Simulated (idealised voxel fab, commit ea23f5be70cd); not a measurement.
Name of the process module below: voxel wiring stack
Section shown: cut. Width: 270 nm. Cell size: 5 nm, square.
Bands, listed from the top down, are how a cross-section gets written in this document; the cross-section itself is a grid of square cells, and a band is one or more rows of them. In this notation a band is specified by the heights of its top and bottom, in that order and in nm, after which its materials appear from left to right, each paired with its width in nm. The word "all across" attached to a single material means that material fills the band from edge to edge; the word "air" stands for empty space. The level at which height equals 0 is the one under which the wafer, as it arrives, is entirely one material. No lower edge exists for the bottom band, which continues downward and is notated as in "0 nm and below". Read "30 to 40" as a graded width: first number on top, second number at the bottom, same change between each pair of neighbouring rows. For the purposes of this document, the phrase "stayed the same" attached to a step denotes that no cell within the cross-section was modified by that step. The entry titled "Entrapped void list" provides the empty spaces that have no open way to the top, restricted to those of 8 cells or more. Each is presented as width x height at distance, the distance being measured from the left edge, with all three in nm. Text after the settings on a step's line: the simulator's own remark on that step. overlay nm: for a step with a mask, the amount by which the mask lay right of where it was planned; a negative amount means left of it.

### This section lists the process steps that were planned
1 RECEIVE | material Si
2 CONFORMAL_DEP | material SiO2 | thk nm 15
3 CONFORMAL_DEP | material SiN | thk nm 5
4 DIRECTIONAL_DEP | material SiO2 | thk nm 15
5 PATTERN | tone open | mask id METAL_1 | material resist | width nm 30 | pitch nm 50 | thk nm 20 | overlay nm 0
6 DIRECTIONAL_ETCH | etch materials SiO2 | depth nm 15
7 DIRECTIONAL_ETCH | etch materials SiN | depth nm 5
8 STRIP | etch materials resist
9 CONFORMAL_DEP | material TiN | thk nm 5
10 FILL_DEP | material Cu | thk nm 10
11 CMP | height nm 35
12 CONFORMAL_DEP | material SiCN | thk nm 5
13 DIRECTIONAL_DEP | material lowk | thk nm 25
14 MASKED_ETCH | tone open | mask id METAL_2_HOLES | width nm 15 | etch materials lowk | depth nm 25 | overlay nm 0
15 DIRECTIONAL_DEP | material aC | thk nm 10
16 PATTERN | tone open | mask id METAL_2 | material resist | width nm 30 | pitch nm 50 | thk nm 25 | overlay nm 0
17 DIRECTIONAL_ETCH | etch materials aC | depth nm 10
18 STRIP | etch materials resist
19 DIRECTIONAL_ETCH | etch materials lowk | depth nm 15
20 DIRECTIONAL_ETCH | etch materials SiCN | depth nm 5
21 STRIP | etch materials aC
22 CONFORMAL_DEP | material TiN | thk nm 5
23 FILL_DEP | material Ru | thk nm 5
24 CMP | height nm 65
25 CONFORMAL_DEP | material SiCN | thk nm 5
26 DIRECTIONAL_DEP | material SiO2 | thk nm 10
27 MASKED_ETCH | tone open | mask id PLUG_2 | width nm 15 | etch materials SiO2 | depth nm 10 | overlay nm 0
28 MASKED_ETCH | tone open | mask id PLUG_2 | width nm 15 | etch materials SiCN | depth nm 5 | overlay nm 0
29 CONFORMAL_DEP | material TiN | thk nm 5
30 FILL_DEP | material Ru | thk nm 5
31 CMP | height nm 80
32 CONFORMAL_DEP | material SiN | thk nm 5
33 DIRECTIONAL_DEP | material SiO2 | thk nm 20
34 MASKED_ETCH | tone open | mask id METAL_3 | width nm 30 | pitch nm 50 | etch materials SiO2 | depth nm 20 | overlay nm 0
35 MASKED_ETCH | tone open | mask id METAL_3 | width nm 30 | pitch nm 50 | etch materials SiN | depth nm 5 | overlay nm 0
36 CONFORMAL_DEP | material TiN | thk nm 5
37 FILL_DEP | material Ru | thk nm 5
38 CMP | height nm 105
39 CONFORMAL_DEP | material SiN | thk nm 5

### first wafer, as planned

### Cross-section of the wafer upon arrival, representing the state reached after step 1
  0 nm and below: Si all across
  Entrapped void list: none

### Step 2 done - wafer cross-section
  15 nm to 0 nm: SiO2 all across
  Rest of section, below 0: as before.

### Step 3 done - wafer cross-section
  20 nm to 15 nm: SiN all across
  Rest of section, below 15: as before.

### Step 4 done - wafer cross-section
  35 nm to 20 nm: SiO2 all across
  Rest of section, below 20: as before.

### Step 5 done - wafer cross-section
  55 nm to 35 nm: 95 nm resist | 30 nm air | 20 nm resist | 30 nm air | 95 nm resist
  Rest of section, below 35: as before.

### Step 6 done - wafer cross-section
  55 nm to 35 nm: 95 nm resist | 30 nm air | 20 nm resist | 30 nm air | 95 nm resist
  35 nm to 20 nm: 95 nm SiO2 | 30 nm air | 20 nm SiO2 | 30 nm air | 95 nm SiO2
  Rest of section, below 20: as before.

### Step 7 done - wafer cross-section
  55 nm to 35 nm: 95 nm resist | 30 nm air | 20 nm resist | 30 nm air | 95 nm resist
  35 nm to 20 nm: 95 nm SiO2 | 30 nm air | 20 nm SiO2 | 30 nm air | 95 nm SiO2
  20 nm to 15 nm: 95 nm SiN | 30 nm air | 20 nm SiN | 30 nm air | 95 nm SiN
  Rest of section, below 15: as before.

### Step 8 done - wafer cross-section
  35 nm to 20 nm: 95 nm SiO2 | 30 nm air | 20 nm SiO2 | 30 nm air | 95 nm SiO2
  Rest of section, below 20: as before.

### Step 9 done - wafer cross-section
  40 nm to 35 nm: 100 nm TiN | 20 nm air | 30 nm TiN | 20 nm air | 100 nm TiN
  35 nm to 20 nm: 95 nm SiO2 | 5 nm TiN | 20 nm air | 5 nm TiN | 20 nm SiO2 | 5 nm TiN | 20 nm air | 5 nm TiN | 95 nm SiO2
  20 nm to 15 nm: 95 nm SiN | 30 nm TiN | 20 nm SiN | 30 nm TiN | 95 nm SiN
  Rest of section, below 15: as before.

### Step 10 done - wafer cross-section
  50 nm to 40 nm: Cu all across
  40 nm to 35 nm: 100 nm TiN | 20 nm Cu | 30 nm TiN | 20 nm Cu | 100 nm TiN
  35 nm to 20 nm: 95 nm SiO2 | 5 nm TiN | 20 nm Cu | 5 nm TiN | 20 nm SiO2 | 5 nm TiN | 20 nm Cu | 5 nm TiN | 95 nm SiO2
  Rest of section, below 20: as before.

### Step 11 done - wafer cross-section
  35 nm to 20 nm: 95 nm SiO2 | 5 nm TiN | 20 nm Cu | 5 nm TiN | 20 nm SiO2 | 5 nm TiN | 20 nm Cu | 5 nm TiN | 95 nm SiO2
  Rest of section, below 20: as before.

### Step 12 done - wafer cross-section
  40 nm to 35 nm: SiCN all across
  Rest of section, below 35: as before.

### Step 13 done - wafer cross-section
  65 nm to 40 nm: lowk all across
  Rest of section, below 40: as before.

### Step 14 done - wafer cross-section
  65 nm to 40 nm: 95 nm lowk | 15 nm air | 160 nm lowk
  Rest of section, below 40: as before.

### Step 15 done - wafer cross-section
  75 nm to 65 nm: 95 nm aC | 15 nm air | 160 nm aC
  65 nm to 50 nm: 95 nm lowk | 15 nm air | 160 nm lowk
  50 nm to 40 nm: 95 nm lowk | 15 nm aC | 160 nm lowk
  Rest of section, below 40: as before.

### Step 16 done - wafer cross-section
  100 nm to 75 nm: 95 nm resist | 30 nm air | 20 nm resist | 30 nm air | 95 nm resist
  Rest of section, below 75: as before.

### Step 17 done - wafer cross-section
  90 nm to 75 nm: 95 nm resist | 30 nm air | 20 nm resist | 30 nm air | 95 nm resist
  75 nm to 65 nm: 95 nm aC | 30 nm air | 20 nm aC | 30 nm air | 95 nm aC
  65 nm to 40 nm: 95 nm lowk | 15 nm air | 160 nm lowk
  Rest of section, below 40: as before.

### Step 18 done - wafer cross-section
  75 nm to 65 nm: 95 nm aC | 30 nm air | 20 nm aC | 30 nm air | 95 nm aC
  Rest of section, below 65: as before.

### Step 19 done - wafer cross-section
  75 nm to 65 nm: 95 nm aC | 30 nm air | 20 nm aC | 30 nm air | 95 nm aC
  65 nm to 50 nm: 95 nm lowk | 30 nm air | 20 nm lowk | 30 nm air | 95 nm lowk
  Rest of section, below 50: as before.

### Step 20 done - wafer cross-section
  75 nm to 65 nm: 95 nm aC | 30 nm air | 20 nm aC | 30 nm air | 95 nm aC
  65 nm to 50 nm: 95 nm lowk | 30 nm air | 20 nm lowk | 30 nm air | 95 nm lowk
  50 nm to 40 nm: 95 nm lowk | 15 nm air | 160 nm lowk
  40 nm to 35 nm: 95 nm SiCN | 15 nm air | 160 nm SiCN
  Rest of section, below 35: as before.

### Step 21 done - wafer cross-section
  65 nm to 50 nm: 95 nm lowk | 30 nm air | 20 nm lowk | 30 nm air | 95 nm lowk
  Rest of section, below 50: as before.

### Step 22 done - wafer cross-section
  70 nm to 65 nm: 100 nm TiN | 20 nm air | 30 nm TiN | 20 nm air | 100 nm TiN
  65 nm to 55 nm: 95 nm lowk | 5 nm TiN | 20 nm air | 5 nm TiN | 20 nm lowk | 5 nm TiN | 20 nm air | 5 nm TiN | 95 nm lowk
  55 nm to 50 nm: 95 nm lowk | 5 nm TiN | 5 nm air | 20 nm TiN | 20 nm lowk | 30 nm TiN | 95 nm lowk
  50 nm to 40 nm: 95 nm lowk | 5 nm TiN | 5 nm air | 5 nm TiN | 160 nm lowk
  40 nm to 35 nm: 95 nm SiCN | 15 nm TiN | 160 nm SiCN
  Rest of section, below 35: as before.

### Step 23 done - wafer cross-section
  75 nm to 70 nm: Ru all across
  70 nm to 65 nm: 100 nm TiN | 20 nm Ru | 30 nm TiN | 20 nm Ru | 100 nm TiN
  65 nm to 55 nm: 95 nm lowk | 5 nm TiN | 20 nm Ru | 5 nm TiN | 20 nm lowk | 5 nm TiN | 20 nm Ru | 5 nm TiN | 95 nm lowk
  55 nm to 50 nm: 95 nm lowk | 5 nm TiN | 5 nm Ru | 20 nm TiN | 20 nm lowk | 30 nm TiN | 95 nm lowk
  50 nm to 40 nm: 95 nm lowk | 5 nm TiN | 5 nm Ru | 5 nm TiN | 160 nm lowk
  Rest of section, below 40: as before.

### Step 24 done - wafer cross-section
  65 nm to 55 nm: 95 nm lowk | 5 nm TiN | 20 nm Ru | 5 nm TiN | 20 nm lowk | 5 nm TiN | 20 nm Ru | 5 nm TiN | 95 nm lowk
  Rest of section, below 55: as before.

### Step 25 done - wafer cross-section
  70 nm to 65 nm: SiCN all across
  Rest of section, below 65: as before.

### Step 26 done - wafer cross-section
  80 nm to 70 nm: SiO2 all across
  Rest of section, below 70: as before.

### Step 27 done - wafer cross-section
  80 nm to 70 nm: 95 nm SiO2 | 15 nm air | 160 nm SiO2
  Rest of section, below 70: as before.

### Step 28 done - wafer cross-section
  80 nm to 70 nm: 95 nm SiO2 | 15 nm air | 160 nm SiO2
  70 nm to 65 nm: 95 nm SiCN | 15 nm air | 160 nm SiCN
  Rest of section, below 65: as before.

### Step 29 done - wafer cross-section
  85 nm to 80 nm: 100 nm TiN | 5 nm air | 165 nm TiN
  80 nm to 70 nm: 95 nm SiO2 | 5 nm TiN | 5 nm air | 5 nm TiN | 160 nm SiO2
  70 nm to 65 nm: 95 nm SiCN | 15 nm TiN | 160 nm SiCN
  Rest of section, below 65: as before.

### Step 30 done - wafer cross-section
  90 nm to 85 nm: Ru all across
  85 nm to 80 nm: 100 nm TiN | 5 nm Ru | 165 nm TiN
  80 nm to 70 nm: 95 nm SiO2 | 5 nm TiN | 5 nm Ru | 5 nm TiN | 160 nm SiO2
  Rest of section, below 70: as before.

### Step 31 done - wafer cross-section
  80 nm to 70 nm: 95 nm SiO2 | 5 nm TiN | 5 nm Ru | 5 nm TiN | 160 nm SiO2
  Rest of section, below 70: as before.

### Step 32 done - wafer cross-section
  85 nm to 80 nm: SiN all across
  Rest of section, below 80: as before.

### Step 33 done - wafer cross-section
  105 nm to 85 nm: SiO2 all across
  Rest of section, below 85: as before.

### Step 34 done - wafer cross-section
  105 nm to 85 nm: 95 nm SiO2 | 30 nm air | 20 nm SiO2 | 30 nm air | 95 nm SiO2
  Rest of section, below 85: as before.

### Step 35 done - wafer cross-section
  105 nm to 85 nm: 95 nm SiO2 | 30 nm air | 20 nm SiO2 | 30 nm air | 95 nm SiO2
  85 nm to 80 nm: 95 nm SiN | 30 nm air | 20 nm SiN | 30 nm air | 95 nm SiN
  Rest of section, below 80: as before.

### Step 36 done - wafer cross-section
  110 nm to 105 nm: 100 nm TiN | 20 nm air | 30 nm TiN | 20 nm air | 100 nm TiN
  105 nm to 85 nm: 95 nm SiO2 | 5 nm TiN | 20 nm air | 5 nm TiN | 20 nm SiO2 | 5 nm TiN | 20 nm air | 5 nm TiN | 95 nm SiO2
  85 nm to 80 nm: 95 nm SiN | 30 nm TiN | 20 nm SiN | 30 nm TiN | 95 nm SiN
  Rest of section, below 80: as before.

### Step 37 done - wafer cross-section
  115 nm to 110 nm: Ru all across
  110 nm to 105 nm: 100 nm TiN | 20 nm Ru | 30 nm TiN | 20 nm Ru | 100 nm TiN
  105 nm to 85 nm: 95 nm SiO2 | 5 nm TiN | 20 nm Ru | 5 nm TiN | 20 nm SiO2 | 5 nm TiN | 20 nm Ru | 5 nm TiN | 95 nm SiO2
  Rest of section, below 85: as before.

### Step 38 done - wafer cross-section
  105 nm to 85 nm: 95 nm SiO2 | 5 nm TiN | 20 nm Ru | 5 nm TiN | 20 nm SiO2 | 5 nm TiN | 20 nm Ru | 5 nm TiN | 95 nm SiO2
  Rest of section, below 85: as before.

### Step 39 done - wafer cross-section
  110 nm to 105 nm: SiN all across
  Rest of section, below 105: as before.

### The Second Wafer: Common Origin and Plan, One Mistake in Execution, Identical to the First Through Step 1

### Cross-section: second wafer, time at which step 2 was scheduled to end
  5 nm to 0 nm: SiO2 all across
  Rest of section, below 0: as before.

### Cross-section: second wafer, time at which step 3 was scheduled to end
  10 nm to 5 nm: SiN all across
  Rest of section, below 5: as before.

### Cross-section: second wafer, time at which step 4 was scheduled to end
  25 nm to 10 nm: SiO2 all across
  Rest of section, below 10: as before.

### Cross-section: second wafer, time at which step 5 was scheduled to end
  45 nm to 25 nm: 95 nm resist | 30 nm air | 20 nm resist | 30 nm air | 95 nm resist
  Rest of section, below 25: as before.

### Cross-section: second wafer, time at which step 6 was scheduled to end
  45 nm to 25 nm: 95 nm resist | 30 nm air | 20 nm resist | 30 nm air | 95 nm resist
  25 nm to 10 nm: 95 nm SiO2 | 30 nm air | 20 nm SiO2 | 30 nm air | 95 nm SiO2
  Rest of section, below 10: as before.

### Cross-section: second wafer, time at which step 7 was scheduled to end
  45 nm to 25 nm: 95 nm resist | 30 nm air | 20 nm resist | 30 nm air | 95 nm resist
  25 nm to 10 nm: 95 nm SiO2 | 30 nm air | 20 nm SiO2 | 30 nm air | 95 nm SiO2
  10 nm to 5 nm: 95 nm SiN | 30 nm air | 20 nm SiN | 30 nm air | 95 nm SiN
  Rest of section, below 5: as before.

### Cross-section: second wafer, time at which step 8 was scheduled to end
  25 nm to 10 nm: 95 nm SiO2 | 30 nm air | 20 nm SiO2 | 30 nm air | 95 nm SiO2
  Rest of section, below 10: as before.

### Cross-section: second wafer, time at which step 9 was scheduled to end
  30 nm to 25 nm: 100 nm TiN | 20 nm air | 30 nm TiN | 20 nm air | 100 nm TiN
  25 nm to 10 nm: 95 nm SiO2 | 5 nm TiN | 20 nm air | 5 nm TiN | 20 nm SiO2 | 5 nm TiN | 20 nm air | 5 nm TiN | 95 nm SiO2
  10 nm to 5 nm: 95 nm SiN | 30 nm TiN | 20 nm SiN | 30 nm TiN | 95 nm SiN
  Rest of section, below 5: as before.

### Cross-section: second wafer, time at which step 10 was scheduled to end
  40 nm to 30 nm: Cu all across
  30 nm to 25 nm: 100 nm TiN | 20 nm Cu | 30 nm TiN | 20 nm Cu | 100 nm TiN
  25 nm to 10 nm: 95 nm SiO2 | 5 nm TiN | 20 nm Cu | 5 nm TiN | 20 nm SiO2 | 5 nm TiN | 20 nm Cu | 5 nm TiN | 95 nm SiO2
  Rest of section, below 10: as before.

### Cross-section: second wafer, time at which step 11 was scheduled to end
  35 nm to 30 nm: Cu all across
  Rest of section, below 30: as before.

### Cross-section: second wafer, time at which step 12 was scheduled to end
  40 nm to 35 nm: SiCN all across
  Rest of section, below 35: as before.

### Cross-section: second wafer, time at which step 13 was scheduled to end
  65 nm to 40 nm: lowk all across
  Rest of section, below 40: as before.

### Cross-section: second wafer, time at which step 14 was scheduled to end
  65 nm to 40 nm: 95 nm lowk | 15 nm air | 160 nm lowk
  Rest of section, below 40: as before.

### Cross-section: second wafer, time at which step 15 was scheduled to end
  75 nm to 65 nm: 95 nm aC | 15 nm air | 160 nm aC
  65 nm to 50 nm: 95 nm lowk | 15 nm air | 160 nm lowk
  50 nm to 40 nm: 95 nm lowk | 15 nm aC | 160 nm lowk
  Rest of section, below 40: as before.

### Cross-section: second wafer, time at which step 16 was scheduled to end
  100 nm to 75 nm: 95 nm resist | 30 nm air | 20 nm resist | 30 nm air | 95 nm resist
  Rest of section, below 75: as before.

### Cross-section: second wafer, time at which step 17 was scheduled to end
  90 nm to 75 nm: 95 nm resist | 30 nm air | 20 nm resist | 30 nm air | 95 nm resist
  75 nm to 65 nm: 95 nm aC | 30 nm air | 20 nm aC | 30 nm air | 95 nm aC
  65 nm to 40 nm: 95 nm lowk | 15 nm air | 160 nm lowk
  Rest of section, below 40: as before.

### Cross-section: second wafer, time at which step 18 was scheduled to end
  75 nm to 65 nm: 95 nm aC | 30 nm air | 20 nm aC | 30 nm air | 95 nm aC
  Rest of section, below 65: as before.

### Cross-section: second wafer, time at which step 19 was scheduled to end
  75 nm to 65 nm: 95 nm aC | 30 nm air | 20 nm aC | 30 nm air | 95 nm aC
  65 nm to 50 nm: 95 nm lowk | 30 nm air | 20 nm lowk | 30 nm air | 95 nm lowk
  Rest of section, below 50: as before.

### Cross-section: second wafer, time at which step 20 was scheduled to end
  75 nm to 65 nm: 95 nm aC | 30 nm air | 20 nm aC | 30 nm air | 95 nm aC
  65 nm to 50 nm: 95 nm lowk | 30 nm air | 20 nm lowk | 30 nm air | 95 nm lowk
  50 nm to 40 nm: 95 nm lowk | 15 nm air | 160 nm lowk
  40 nm to 35 nm: 95 nm SiCN | 15 nm air | 160 nm SiCN
  Rest of section, below 35: as before.

### Cross-section: second wafer, time at which step 21 was scheduled to end
  65 nm to 50 nm: 95 nm lowk | 30 nm air | 20 nm lowk | 30 nm air | 95 nm lowk
  Rest of section, below 50: as before.

### Cross-section: second wafer, time at which step 22 was scheduled to end
  70 nm to 65 nm: 100 nm TiN | 20 nm air | 30 nm TiN | 20 nm air | 100 nm TiN
  65 nm to 55 nm: 95 nm lowk | 5 nm TiN | 20 nm air | 5 nm TiN | 20 nm lowk | 5 nm TiN | 20 nm air | 5 nm TiN | 95 nm lowk
  55 nm to 50 nm: 95 nm lowk | 5 nm TiN | 5 nm air | 20 nm TiN | 20 nm lowk | 30 nm TiN | 95 nm lowk
  50 nm to 40 nm: 95 nm lowk | 5 nm TiN | 5 nm air | 5 nm TiN | 160 nm lowk
  40 nm to 35 nm: 95 nm SiCN | 15 nm TiN | 160 nm SiCN
  Rest of section, below 35: as before.

### Cross-section: second wafer, time at which step 23 was scheduled to end
  75 nm to 70 nm: Ru all across
  70 nm to 65 nm: 100 nm TiN | 20 nm Ru | 30 nm TiN | 20 nm Ru | 100 nm TiN
  65 nm to 55 nm: 95 nm lowk | 5 nm TiN | 20 nm Ru | 5 nm TiN | 20 nm lowk | 5 nm TiN | 20 nm Ru | 5 nm TiN | 95 nm lowk
  55 nm to 50 nm: 95 nm lowk | 5 nm TiN | 5 nm Ru | 20 nm TiN | 20 nm lowk | 30 nm TiN | 95 nm lowk
  50 nm to 40 nm: 95 nm lowk | 5 nm TiN | 5 nm Ru | 5 nm TiN | 160 nm lowk
  Rest of section, below 40: as before.

### Cross-section: second wafer, time at which step 24 was scheduled to end
  65 nm to 55 nm: 95 nm lowk | 5 nm TiN | 20 nm Ru | 5 nm TiN | 20 nm lowk | 5 nm TiN | 20 nm Ru | 5 nm TiN | 95 nm lowk
  Rest of section, below 55: as before.

### Cross-section: second wafer, time at which step 25 was scheduled to end
  70 nm to 65 nm: SiCN all across
  Rest of section, below 65: as before.

### Cross-section: second wafer, time at which step 26 was scheduled to end
  80 nm to 70 nm: SiO2 all across
  Rest of section, below 70: as before.

### Cross-section: second wafer, time at which step 27 was scheduled to end
  80 nm to 70 nm: 95 nm SiO2 | 15 nm air | 160 nm SiO2
  Rest of section, below 70: as before.

### Cross-section: second wafer, time at which step 28 was scheduled to end
  80 nm to 70 nm: 95 nm SiO2 | 15 nm air | 160 nm SiO2
  70 nm to 65 nm: 95 nm SiCN | 15 nm air | 160 nm SiCN
  Rest of section, below 65: as before.

### Cross-section: second wafer, time at which step 29 was scheduled to end
  85 nm to 80 nm: 100 nm TiN | 5 nm air | 165 nm TiN
  80 nm to 70 nm: 95 nm SiO2 | 5 nm TiN | 5 nm air | 5 nm TiN | 160 nm SiO2
  70 nm to 65 nm: 95 nm SiCN | 15 nm TiN | 160 nm SiCN
  Rest of section, below 65: as before.

### Cross-section: second wafer, time at which step 30 was scheduled to end
  90 nm to 85 nm: Ru all across
  85 nm to 80 nm: 100 nm TiN | 5 nm Ru | 165 nm TiN
  80 nm to 70 nm: 95 nm SiO2 | 5 nm TiN | 5 nm Ru | 5 nm TiN | 160 nm SiO2
  Rest of section, below 70: as before.

### Cross-section: second wafer, time at which step 31 was scheduled to end
  80 nm to 70 nm: 95 nm SiO2 | 5 nm TiN | 5 nm Ru | 5 nm TiN | 160 nm SiO2
  Rest of section, below 70: as before.

### Cross-section: second wafer, time at which step 32 was scheduled to end
  85 nm to 80 nm: SiN all across
  Rest of section, below 80: as before.

### Cross-section: second wafer, time at which step 33 was scheduled to end
  105 nm to 85 nm: SiO2 all across
  Rest of section, below 85: as before.

### Cross-section: second wafer, time at which step 34 was scheduled to end
  105 nm to 85 nm: 95 nm SiO2 | 30 nm air | 20 nm SiO2 | 30 nm air | 95 nm SiO2
  Rest of section, below 85: as before.

### Cross-section: second wafer, time at which step 35 was scheduled to end
  105 nm to 85 nm: 95 nm SiO2 | 30 nm air | 20 nm SiO2 | 30 nm air | 95 nm SiO2
  85 nm to 80 nm: 95 nm SiN | 30 nm air | 20 nm SiN | 30 nm air | 95 nm SiN
  Rest of section, below 80: as before.

### Cross-section: second wafer, time at which step 36 was scheduled to end
  110 nm to 105 nm: 100 nm TiN | 20 nm air | 30 nm TiN | 20 nm air | 100 nm TiN
  105 nm to 85 nm: 95 nm SiO2 | 5 nm TiN | 20 nm air | 5 nm TiN | 20 nm SiO2 | 5 nm TiN | 20 nm air | 5 nm TiN | 95 nm SiO2
  85 nm to 80 nm: 95 nm SiN | 30 nm TiN | 20 nm SiN | 30 nm TiN | 95 nm SiN
  Rest of section, below 80: as before.

### Cross-section: second wafer, time at which step 37 was scheduled to end
  115 nm to 110 nm: Ru all across
  110 nm to 105 nm: 100 nm TiN | 20 nm Ru | 30 nm TiN | 20 nm Ru | 100 nm TiN
  105 nm to 85 nm: 95 nm SiO2 | 5 nm TiN | 20 nm Ru | 5 nm TiN | 20 nm SiO2 | 5 nm TiN | 20 nm Ru | 5 nm TiN | 95 nm SiO2
  Rest of section, below 85: as before.

### Cross-section: second wafer, time at which step 38 was scheduled to end
  105 nm to 85 nm: 95 nm SiO2 | 5 nm TiN | 20 nm Ru | 5 nm TiN | 20 nm SiO2 | 5 nm TiN | 20 nm Ru | 5 nm TiN | 95 nm SiO2
  Rest of section, below 85: as before.

### Cross-section: second wafer, time at which step 39 was scheduled to end
  110 nm to 105 nm: SiN all across
  Rest of section, below 105: as before.
The mistake made against the process plan was this: step 2 ran as: CONFORMAL_DEP | material SiO2 | thk nm 5
Final comparison by cell count, materials where the second wafer has more or fewer than the first: Cu +62 | SiO2 -108 | TiN +46
